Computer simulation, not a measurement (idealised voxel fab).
process module | voxel trench capacitor
cross-section cut | 280 nm wide | cells 5 nm
A cross-section is a grid of square cells, given in bands from the top down. A band is one or more rows of cells.
Each band's line starts with the height of the band's top and of its bottom, in nm. Then come its materials from left to right, each with its width in nm. One material with "throughout" fills the band from edge to edge. "air" is empty space.
Height 0 is the level under which the wafer as received is all one material. The lowest band goes on downwards, as in "0 down".
A width such as "30 to 40" changes by the same amount from each row of cells to the next, from the band's top row to its bottom row.
"no change" after a step means that no cell of the cross-section changed.
closed voids: empty space of 8 cells or more with no open way to the top, each as width x height at its distance from the left edge, in nm
after a step's settings: what the simulator itself notes on the step
overlay nm, on a step with a mask: how far to the right of its planned place the mask lay; to the left if negative
plan
1 op RECEIVE | material Si
2 op CONFORMAL_DEP | material SiN | thk nm 10
3 op DIRECTIONAL_DEP | material aC | thk nm 10
4 op PATTERN | tone open | mask id TRENCH | material resist | width nm 15 | pitch nm 30 | thk nm 25 | overlay nm 0
5 op DIRECTIONAL_ETCH | etch materials aC | depth nm 5
6 op STRIP | etch materials resist
7 op DIRECTIONAL_ETCH | etch materials SiN | depth nm 10
8 op DIRECTIONAL_ETCH | etch materials Si | depth nm 30
9 op STRIP | etch materials aC
10 op CONFORMAL_DEP | material Al2O3 | thk nm 5
11 op FILL_DEP | material polySi | thk nm 5
12 op CMP | height nm 10
varied across the wafers: depth nm of step 5. The plan shows the first wafer's value. All wafers start alike
first wafer as received, after step 1
  0 down: Si throughout
  closed voids: none
first wafer at the end, after step 12
  10 to 0: SiN throughout
  0 down: Si throughout
  closed voids: none
last wafer at the end
  10 to 0: SiN 115 | Al2O3 5 | polySi 5 | Al2O3 5 | SiN 15 | Al2O3 5 | polySi 5 | Al2O3 5 | SiN 120
  0 to -25: Si 115 | Al2O3 5 | polySi 5 | Al2O3 5 | Si 15 | Al2O3 5 | polySi 5 | Al2O3 5 | Si 120
  -25 to -30: Si 115 | Al2O3 15 | Si 15 | Al2O3 15 | Si 120
  -30 down: Si throughout
  closed voids: none
each wafer at the end: cells of each material gained (+) or lost (-) since it was received, then its closed voids
depth nm 5 | +112 SiN | closed voids: none
depth nm 10 | +34 Al2O3 | -36 Si | +100 SiN | +14 polySi | closed voids: none
depth nm 15 | +34 Al2O3 | -36 Si | +100 SiN | +14 polySi | closed voids: none
depth nm 20 | +34 Al2O3 | -36 Si | +100 SiN | +14 polySi | closed voids: none
depth nm 25 | +34 Al2O3 | -36 Si | +100 SiN | +14 polySi | closed voids: none
